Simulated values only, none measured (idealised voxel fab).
Name of the process module below: voxel ribs on slabs
FYI the section here is cut, 195 nm wide, cells are 5 nm squares.
Cross-section, as written here: a square-cell grid given band by band from the top down, where a band holds one or more rows of cells. Band: top height; bottom height; in nm. Then, left to right: material with width in nm, for each material. "throughout": a single material spanning edge to edge. "blank": empty space. Measure heights from 0. That's the level where, below it, the as-received wafer is all one material. The lowest band is bottomless and extends downward; write it as in "0 down". Graded width ("30..40"): value in top row of band = first number; value in bottom row = second number; row-to-row change constant. "nothing altered" (step): cross-section cells unchanged, all of them. So "Completely sealed voids" is basically the list of trapped voids: any empty space of 8 cells or more that can't reach the top through an opening. They're written width x height at distance, the distance being from the left edge, and it's all nm. The remark found on a step's line after its settings is issued by the simulator itself and pertains to that step. You can add "overlay nm" to a step's line. For a step with a mask, it describes how far the mask lay to the right of its planned position, and a negative number describes a lay to the left.

PROCESS STEPS (PLANNED)
step 1: RECEIVE with material Si
step 2: DIRECTIONAL_DEP with material SiO2, thk nm 20
step 3: DIRECTIONAL_DEP with material SiN, thk nm 25
step 4: MASKED_ETCH with tone cover, mask id RIB, width nm 15, etch materials SiN, depth nm 5, overlay nm -15
step 5: PATTERN with tone cover, mask id SLAB, material resist, width nm 55, thk nm 15, overlay nm 0
step 6: DIRECTIONAL_ETCH with etch materials SiN, depth nm 20
step 7: STRIP with etch materials resist
step 8: FILL_DEP with material SiO2, thk nm 30
step 9: CMP with height nm 65
step 10: DIRECTIONAL_DEP with material W, thk nm 10
step 11: DIRECTIONAL_DEP with material aC, thk nm 10
step 12: PATTERN with tone cover, mask id HEATER, material resist, width nm 25, thk nm 25, overlay nm 0
step 13: DIRECTIONAL_ETCH with etch materials aC, depth nm 10
step 14: STRIP with etch materials resist
step 15: DIRECTIONAL_ETCH with etch materials W, depth nm 10
step 16: STRIP with etch materials aC
step 17: CONFORMAL_DEP with material SiN, thk nm 10
Every wafer here starts from the same state; it is the step 4 overlay nm that distinguishes them, and the value the plan gives belongs to the first wafer.

CROSS-SECTION OF THE FIRST OF SEVERAL WAFERS AS RECEIVED (AFTER STEP 1)
> 0 down | Si throughout
> Completely sealed voids: none

BASICALLY EACH WAFER GETS A LINE IN THE TABLE, SHOWING IT AT THE END OF THE MODULE: MATERIAL BY MATERIAL, THE CELLS IT GAINED (+) OR LOST (-) SINCE WE GOT IT, THEN ITS CLOSED VOIDS
overlay nm -15 | +133 SiN | +460 SiO2 | +10 W | Completely sealed voids: none
overlay nm -10 | +133 SiN | +460 SiO2 | +10 W | Completely sealed voids: none
overlay nm -5 | +133 SiN | +460 SiO2 | +10 W | Completely sealed voids: none
overlay nm 0 | +133 SiN | +460 SiO2 | +10 W | Completely sealed voids: none
overlay nm 5 | +133 SiN | +460 SiO2 | +10 W | Completely sealed voids: none
overlay nm 10 | +133 SiN | +460 SiO2 | +10 W | Completely sealed voids: none
overlay nm 15 | +133 SiN | +460 SiO2 | +10 W | Completely sealed voids: none
